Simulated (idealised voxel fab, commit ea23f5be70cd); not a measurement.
Documented hereafter: the process module known as voxel trench capacitor.
260 nm wide, 5 nm square cells: that's cross-section cut.
Each cross-section below is a grid of square cells, stated as bands in top-down order, with one or more rows of cells making up each band.
Read a band's entry like this: the first values are the height of its top and the height of its bottom in nm, and what follows is the sequence of materials from left to right, each with its width in nm. Note that "air" is empty space, and that a single material marked "throughout" reaches across the band from edge to edge.
Heads up on the height convention: 0 is the point under which the incoming wafer is all one material, and the lowest band has no bottom, it just keeps going down, like "top 0, no bottom".
Note: "30 to 40" means the width goes from the first number (top row of the band) to the second number (bottom row) in equal steps per row of cells.
Where a step carries "changes: none", the cross-section came out of it unchanged, cell for cell.
In "Unvented voids" the enclosed voids are listed, meaning empty spaces of 8 cells or larger without any opening to the top. The form is width x height at distance, distance from the left edge, units nm.
Step line, after settings: the simulator's comment on this step.
For masked steps, "overlay nm" on the step line gives how far right of plan the mask actually lay; a minus sign means it lay to the left.

## These are the steps we planned for the process
1) RECEIVE,material Si
2) CONFORMAL_DEP,material SiN,thk nm 10
3) DIRECTIONAL_DEP,material aC,thk nm 15
4) PATTERN,tone open,mask id TRENCH,material resist,width nm 30,pitch nm 55,thk nm 30,overlay nm 0
5) DIRECTIONAL_ETCH,etch materials aC,depth nm 15
6) STRIP,etch materials resist
7) DIRECTIONAL_ETCH,etch materials SiN,depth nm 10
8) DIRECTIONAL_ETCH,etch materials Si,depth nm 30
9) STRIP,etch materials aC
10) CONFORMAL_DEP,material HfO2,thk nm 5
11) CONFORMAL_DEP,material TiN,thk nm 5
12) FILL_DEP,material W,thk nm 10
13) CMP,height nm 10

## On the first of the two wafers: run conducted according to plan

## This is the cross-section of the wafer as we received it, i.e. after step 1
	top 0, no bottom: Si throughout
	Unvented voids: none

## Cross-section of the wafer subsequent to step 2
	top 10, bottom 0: SiN throughout
	Under 0: no change, same as before.

## Cross-section of the wafer subsequent to step 3
	top 25, bottom 10: aC throughout
	Under 10: no change, same as before.

## Cross-section of the wafer subsequent to step 4
	top 55, bottom 25: resist 30 nm, air 30 nm, resist 25 nm, air 30 nm, resist 25 nm, air 30 nm, resist 25 nm, air 30 nm, resist 35 nm
	Under 25: no change, same as before.

## Cross-section of the wafer subsequent to step 5
	top 40, bottom 25: resist 30 nm, air 30 nm, resist 25 nm, air 30 nm, resist 25 nm, air 30 nm, resist 25 nm, air 30 nm, resist 35 nm
	top 25, bottom 10: aC 30 nm, air 30 nm, aC 25 nm, air 30 nm, aC 25 nm, air 30 nm, aC 25 nm, air 30 nm, aC 35 nm
	Under 10: no change, same as before.

## Cross-section of the wafer subsequent to step 6
	top 25, bottom 10: aC 30 nm, air 30 nm, aC 25 nm, air 30 nm, aC 25 nm, air 30 nm, aC 25 nm, air 30 nm, aC 35 nm
	Under 10: no change, same as before.

## Cross-section of the wafer subsequent to step 7
	top 25, bottom 10: aC 30 nm, air 30 nm, aC 25 nm, air 30 nm, aC 25 nm, air 30 nm, aC 25 nm, air 30 nm, aC 35 nm
	top 10, bottom 0: SiN 30 nm, air 30 nm, SiN 25 nm, air 30 nm, SiN 25 nm, air 30 nm, SiN 25 nm, air 30 nm, SiN 35 nm
	Under 0: no change, same as before.

## Cross-section of the wafer subsequent to step 8
	top 25, bottom 10: aC 30 nm, air 30 nm, aC 25 nm, air 30 nm, aC 25 nm, air 30 nm, aC 25 nm, air 30 nm, aC 35 nm
	top 10, bottom 0: SiN 30 nm, air 30 nm, SiN 25 nm, air 30 nm, SiN 25 nm, air 30 nm, SiN 25 nm, air 30 nm, SiN 35 nm
	top 0, bottom -30: Si 30 nm, air 30 nm, Si 25 nm, air 30 nm, Si 25 nm, air 30 nm, Si 25 nm, air 30 nm, Si 35 nm
	Under -30: no change, same as before.

## Cross-section of the wafer subsequent to step 9
	top 10, bottom 0: SiN 30 nm, air 30 nm, SiN 25 nm, air 30 nm, SiN 25 nm, air 30 nm, SiN 25 nm, air 30 nm, SiN 35 nm
	Under 0: no change, same as before.

## Cross-section of the wafer subsequent to step 10
	top 15, bottom 10: HfO2 35 nm, air 20 nm, HfO2 35 nm, air 20 nm, HfO2 35 nm, air 20 nm, HfO2 35 nm, air 20 nm, HfO2 40 nm
	top 10, bottom 0: SiN 30 nm, HfO2 5 nm, air 20 nm, HfO2 5 nm, SiN 25 nm, HfO2 5 nm, air 20 nm, HfO2 5 nm, SiN 25 nm, HfO2 5 nm, air 20 nm, HfO2 5 nm, SiN 25 nm, HfO2 5 nm, air 20 nm, HfO2 5 nm, SiN 35 nm
	top 0, bottom -25: Si 30 nm, HfO2 5 nm, air 20 nm, HfO2 5 nm, Si 25 nm, HfO2 5 nm, air 20 nm, HfO2 5 nm, Si 25 nm, HfO2 5 nm, air 20 nm, HfO2 5 nm, Si 25 nm, HfO2 5 nm, air 20 nm, HfO2 5 nm, Si 35 nm
	top -25, bottom -30: Si 30 nm, HfO2 30 nm, Si 25 nm, HfO2 30 nm, Si 25 nm, HfO2 30 nm, Si 25 nm, HfO2 30 nm, Si 35 nm
	Under -30: no change, same as before.

## Cross-section of the wafer subsequent to step 11
	top 20, bottom 15: TiN 40 nm, air 10 nm, TiN 45 nm, air 10 nm, TiN 45 nm, air 10 nm, TiN 45 nm, air 10 nm, TiN 45 nm
	top 15, bottom 10: HfO2 35 nm, TiN 5 nm, air 10 nm, TiN 5 nm, HfO2 35 nm, TiN 5 nm, air 10 nm, TiN 5 nm, HfO2 35 nm, TiN 5 nm, air 10 nm, TiN 5 nm, HfO2 35 nm, TiN 5 nm, air 10 nm, TiN 5 nm, HfO2 40 nm
	top 10, bottom 0: SiN 30 nm, HfO2 5 nm, TiN 5 nm, air 10 nm, TiN 5 nm, HfO2 5 nm, SiN 25 nm, HfO2 5 nm, TiN 5 nm, air 10 nm, TiN 5 nm, HfO2 5 nm, SiN 25 nm, HfO2 5 nm, TiN 5 nm, air 10 nm, TiN 5 nm, HfO2 5 nm, SiN 25 nm, HfO2 5 nm, TiN 5 nm, air 10 nm, TiN 5 nm, HfO2 5 nm, SiN 35 nm
	top 0, bottom -20: Si 30 nm, HfO2 5 nm, TiN 5 nm, air 10 nm, TiN 5 nm, HfO2 5 nm, Si 25 nm, HfO2 5 nm, TiN 5 nm, air 10 nm, TiN 5 nm, HfO2 5 nm, Si 25 nm, HfO2 5 nm, TiN 5 nm, air 10 nm, TiN 5 nm, HfO2 5 nm, Si 25 nm, HfO2 5 nm, TiN 5 nm, air 10 nm, TiN 5 nm, HfO2 5 nm, Si 35 nm
	top -20, bottom -25: Si 30 nm, HfO2 5 nm, TiN 20 nm, HfO2 5 nm, Si 25 nm, HfO2 5 nm, TiN 20 nm, HfO2 5 nm, Si 25 nm, HfO2 5 nm, TiN 20 nm, HfO2 5 nm, Si 25 nm, HfO2 5 nm, TiN 20 nm, HfO2 5 nm, Si 35 nm
	Under -25: no change, same as before.

## Cross-section of the wafer subsequent to step 12
	top 30, bottom 20: W throughout
	top 20, bottom 15: TiN 40 nm, W 10 nm, TiN 45 nm, W 10 nm, TiN 45 nm, W 10 nm, TiN 45 nm, W 10 nm, TiN 45 nm
	top 15, bottom 10: HfO2 35 nm, TiN 5 nm, W 10 nm, TiN 5 nm, HfO2 35 nm, TiN 5 nm, W 10 nm, TiN 5 nm, HfO2 35 nm, TiN 5 nm, W 10 nm, TiN 5 nm, HfO2 35 nm, TiN 5 nm, W 10 nm, TiN 5 nm, HfO2 40 nm
	top 10, bottom 0: SiN 30 nm, HfO2 5 nm, TiN 5 nm, W 10 nm, TiN 5 nm, HfO2 5 nm, SiN 25 nm, HfO2 5 nm, TiN 5 nm, W 10 nm, TiN 5 nm, HfO2 5 nm, SiN 25 nm, HfO2 5 nm, TiN 5 nm, W 10 nm, TiN 5 nm, HfO2 5 nm, SiN 25 nm, HfO2 5 nm, TiN 5 nm, W 10 nm, TiN 5 nm, HfO2 5 nm, SiN 35 nm
	top 0, bottom -20: Si 30 nm, HfO2 5 nm, TiN 5 nm, W 10 nm, TiN 5 nm, HfO2 5 nm, Si 25 nm, HfO2 5 nm, TiN 5 nm, W 10 nm, TiN 5 nm, HfO2 5 nm, Si 25 nm, HfO2 5 nm, TiN 5 nm, W 10 nm, TiN 5 nm, HfO2 5 nm, Si 25 nm, HfO2 5 nm, TiN 5 nm, W 10 nm, TiN 5 nm, HfO2 5 nm, Si 35 nm
	Under -20: no change, same as before.

## Cross-section of the wafer subsequent to step 13
	top 10, bottom 0: SiN 30 nm, HfO2 5 nm, TiN 5 nm, W 10 nm, TiN 5 nm, HfO2 5 nm, SiN 25 nm, HfO2 5 nm, TiN 5 nm, W 10 nm, TiN 5 nm, HfO2 5 nm, SiN 25 nm, HfO2 5 nm, TiN 5 nm, W 10 nm, TiN 5 nm, HfO2 5 nm, SiN 25 nm, HfO2 5 nm, TiN 5 nm, W 10 nm, TiN 5 nm, HfO2 5 nm, SiN 35 nm
	Under 0: no change, same as before.

## Second wafer - shared start and plan with the first - one error in running - same as the first up to step 9 inclusive

## Second wafer cross-section, taken as of the time the plan sets for step 10 to be done
	top 15, bottom 10: TiN 35 nm, air 20 nm, TiN 35 nm, air 20 nm, TiN 35 nm, air 20 nm, TiN 35 nm, air 20 nm, TiN 40 nm
	top 10, bottom 0: SiN 30 nm, TiN 5 nm, air 20 nm, TiN 5 nm, SiN 25 nm, TiN 5 nm, air 20 nm, TiN 5 nm, SiN 25 nm, TiN 5 nm, air 20 nm, TiN 5 nm, SiN 25 nm, TiN 5 nm, air 20 nm, TiN 5 nm, SiN 35 nm
	top 0, bottom -25: Si 30 nm, TiN 5 nm, air 20 nm, TiN 5 nm, Si 25 nm, TiN 5 nm, air 20 nm, TiN 5 nm, Si 25 nm, TiN 5 nm, air 20 nm, TiN 5 nm, Si 25 nm, TiN 5 nm, air 20 nm, TiN 5 nm, Si 35 nm
	top -25, bottom -30: Si 30 nm, TiN 30 nm, Si 25 nm, TiN 30 nm, Si 25 nm, TiN 30 nm, Si 25 nm, TiN 30 nm, Si 35 nm
	Under -30: no change, same as before.

## Second wafer cross-section, taken as of the time the plan sets for step 11 to be done
	top 20, bottom 15: HfO2 40 nm, air 10 nm, HfO2 45 nm, air 10 nm, HfO2 45 nm, air 10 nm, HfO2 45 nm, air 10 nm, HfO2 45 nm
	top 15, bottom 10: TiN 35 nm, HfO2 5 nm, air 10 nm, HfO2 5 nm, TiN 35 nm, HfO2 5 nm, air 10 nm, HfO2 5 nm, TiN 35 nm, HfO2 5 nm, air 10 nm, HfO2 5 nm, TiN 35 nm, HfO2 5 nm, air 10 nm, HfO2 5 nm, TiN 40 nm
	top 10, bottom 0: SiN 30 nm, TiN 5 nm, HfO2 5 nm, air 10 nm, HfO2 5 nm, TiN 5 nm, SiN 25 nm, TiN 5 nm, HfO2 5 nm, air 10 nm, HfO2 5 nm, TiN 5 nm, SiN 25 nm, TiN 5 nm, HfO2 5 nm, air 10 nm, HfO2 5 nm, TiN 5 nm, SiN 25 nm, TiN 5 nm, HfO2 5 nm, air 10 nm, HfO2 5 nm, TiN 5 nm, SiN 35 nm
	top 0, bottom -20: Si 30 nm, TiN 5 nm, HfO2 5 nm, air 10 nm, HfO2 5 nm, TiN 5 nm, Si 25 nm, TiN 5 nm, HfO2 5 nm, air 10 nm, HfO2 5 nm, TiN 5 nm, Si 25 nm, TiN 5 nm, HfO2 5 nm, air 10 nm, HfO2 5 nm, TiN 5 nm, Si 25 nm, TiN 5 nm, HfO2 5 nm, air 10 nm, HfO2 5 nm, TiN 5 nm, Si 35 nm
	top -20, bottom -25: Si 30 nm, TiN 5 nm, HfO2 20 nm, TiN 5 nm, Si 25 nm, TiN 5 nm, HfO2 20 nm, TiN 5 nm, Si 25 nm, TiN 5 nm, HfO2 20 nm, TiN 5 nm, Si 25 nm, TiN 5 nm, HfO2 20 nm, TiN 5 nm, Si 35 nm
	Under -25: no change, same as before.

## Second wafer cross-section, taken as of the time the plan sets for step 12 to be done
	top 30, bottom 20: W throughout
	top 20, bottom 15: HfO2 40 nm, W 10 nm, HfO2 45 nm, W 10 nm, HfO2 45 nm, W 10 nm, HfO2 45 nm, W 10 nm, HfO2 45 nm
	top 15, bottom 10: TiN 35 nm, HfO2 5 nm, W 10 nm, HfO2 5 nm, TiN 35 nm, HfO2 5 nm, W 10 nm, HfO2 5 nm, TiN 35 nm, HfO2 5 nm, W 10 nm, HfO2 5 nm, TiN 35 nm, HfO2 5 nm, W 10 nm, HfO2 5 nm, TiN 40 nm
	top 10, bottom 0: SiN 30 nm, TiN 5 nm, HfO2 5 nm, W 10 nm, HfO2 5 nm, TiN 5 nm, SiN 25 nm, TiN 5 nm, HfO2 5 nm, W 10 nm, HfO2 5 nm, TiN 5 nm, SiN 25 nm, TiN 5 nm, HfO2 5 nm, W 10 nm, HfO2 5 nm, TiN 5 nm, SiN 25 nm, TiN 5 nm, HfO2 5 nm, W 10 nm, HfO2 5 nm, TiN 5 nm, SiN 35 nm
	top 0, bottom -20: Si 30 nm, TiN 5 nm, HfO2 5 nm, W 10 nm, HfO2 5 nm, TiN 5 nm, Si 25 nm, TiN 5 nm, HfO2 5 nm, W 10 nm, HfO2 5 nm, TiN 5 nm, Si 25 nm, TiN 5 nm, HfO2 5 nm, W 10 nm, HfO2 5 nm, TiN 5 nm, Si 25 nm, TiN 5 nm, HfO2 5 nm, W 10 nm, HfO2 5 nm, TiN 5 nm, Si 35 nm
	Under -20: no change, same as before.

## Second wafer cross-section, taken as of the time the plan sets for step 13 to be done
	top 10, bottom 0: SiN 30 nm, TiN 5 nm, HfO2 5 nm, W 10 nm, HfO2 5 nm, TiN 5 nm, SiN 25 nm, TiN 5 nm, HfO2 5 nm, W 10 nm, HfO2 5 nm, TiN 5 nm, SiN 25 nm, TiN 5 nm, HfO2 5 nm, W 10 nm, HfO2 5 nm, TiN 5 nm, SiN 25 nm, TiN 5 nm, HfO2 5 nm, W 10 nm, HfO2 5 nm, TiN 5 nm, SiN 35 nm
	Under 0: no change, same as before.
Deviation from plan: step 10 ran in the slot meant for step 11, and vice versa
Final cells, second wafer relative to first, materials higher or lower: 16 fewer of HfO2, 16 more of TiN
